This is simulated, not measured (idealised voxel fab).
The following is a process module called voxel double patterning.
We display cut, a cross-section 140 nm in width whose square cells are each 5 nm.
Just so we're on the same page, the cross-sections are grids of square cells, and they're listed out in bands top to bottom, each band one or more rows deep.
In this notation a band is specified by the heights of its top and bottom, in that order and in nm, after which its materials appear from left to right, each paired with its width in nm. The word "throughout" attached to a single material means that material fills the band from edge to edge; the word "air" stands for empty space.
Beneath 0, the wafer as received is one material, and that level is where height counting begins. The lowest band goes on downward without a bottom; it is written like "0 -> down".
Note: "30 to 40" means the width goes from the first number (top row of the band) to the second number (bottom row) in equal steps per row of cells.
"changes: none", as given for a step, is the statement that not any cell of the cross-section underwent a change during that step.
The list in "Closed void inventory" covers empty spaces of 8 cells or more that cannot reach the top through any open way, and it gives each as width x height at distance; the distance is from the left edge, and width, height and distance are in nm.
On a step's line, text after the settings is the simulator commenting on that step.
"overlay nm" answers the question of how far to the right of plan the mask lay on a step that has a mask, and when it is negative the answer is to the left.
[Steps in the process plan]
step 1: op RECEIVE | material Si
step 2: op CONFORMAL_DEP | material SiO2 | thk nm 5
step 3: op DIRECTIONAL_DEP | material W | thk nm 15
step 4: op DIRECTIONAL_DEP | material SiN | thk nm 5
step 5: op MASKED_ETCH | tone open | mask id FIRST | width nm 15 | pitch nm 50 | etch materials SiN | depth nm 5 | overlay nm 0
step 6: op MASKED_ETCH | tone open | mask id SECOND | width nm 15 | etch materials SiN | depth nm 5 | overlay nm 0
step 7: op DIRECTIONAL_ETCH | etch materials W | depth nm 15
step 8: op STRIP | etch materials SiN
[Account of the first of two wafers, which was processed as intended]
[Here's what the wafer looked like in cross-section when it arrived - that's after step 1]
- 0 -> down = Si throughout
- Closed void inventory: none
[The wafer, seen in cross-section, after step 2]
- 5 -> 0 = SiO2 throughout
- Whatever lies below 0 is exactly as it was before.
[The wafer, seen in cross-section, after step 3]
- 20 -> 5 = W throughout
- Whatever lies below 5 is exactly as it was before.
[The wafer, seen in cross-section, after step 4]
- 25 -> 20 = SiN throughout
- Whatever lies below 20 is exactly as it was before.
[The wafer, seen in cross-section, after step 5]
- 25 -> 20 = SiN (35)  air (15)  SiN (35)  air (15)  SiN (40)
- Whatever lies below 20 is exactly as it was before.
[The wafer, seen in cross-section, after step 6]
- 25 -> 20 = SiN (35)  air (15)  SiN (10)  air (15)  SiN (10)  air (15)  SiN (40)
- Whatever lies below 20 is exactly as it was before.
[The wafer, seen in cross-section, after step 7]
- 25 -> 20 = SiN (35)  air (15)  SiN (10)  air (15)  SiN (10)  air (15)  SiN (40)
- 20 -> 5 = W (35)  air (15)  W (10)  air (15)  W (10)  air (15)  W (40)
- Whatever lies below 5 is exactly as it was before.
[The wafer, seen in cross-section, after step 8]
- 20 -> 5 = W (35)  air (15)  W (10)  air (15)  W (10)  air (15)  W (40)
- Whatever lies below 5 is exactly as it was before.
[Wafer two. Same start, same plan, one slip in execution. Same as wafer one through step 5, inclusive]
[Second wafer, sectioned view, at step 6's planned end time]
- 25 -> 20 = SiN (35)  air (15)  SiN (5)  air (25)  SiN (5)  air (15)  SiN (40)
- Whatever lies below 20 is exactly as it was before.
[Second wafer, sectioned view, at step 7's planned end time]
- 25 -> 20 = SiN (35)  air (15)  SiN (5)  air (25)  SiN (5)  air (15)  SiN (40)
- 20 -> 5 = W (35)  air (15)  W (5)  air (25)  W (5)  air (15)  W (40)
- Whatever lies below 5 is exactly as it was before.
[Second wafer, sectioned view, at step 8's planned end time]
- 20 -> 5 = W (35)  air (15)  W (5)  air (25)  W (5)  air (15)  W (40)
- Whatever lies below 5 is exactly as it was before.
Finding, execution versus plan: contrary to plan, step 6 was performed as op MASKED_ETCH | tone open | mask id SECOND | width nm 25 | etch materials SiN | depth nm 5 | overlay nm 0
Count the cells at the end and the second wafer has more or fewer of some materials than the first: 6 fewer of W
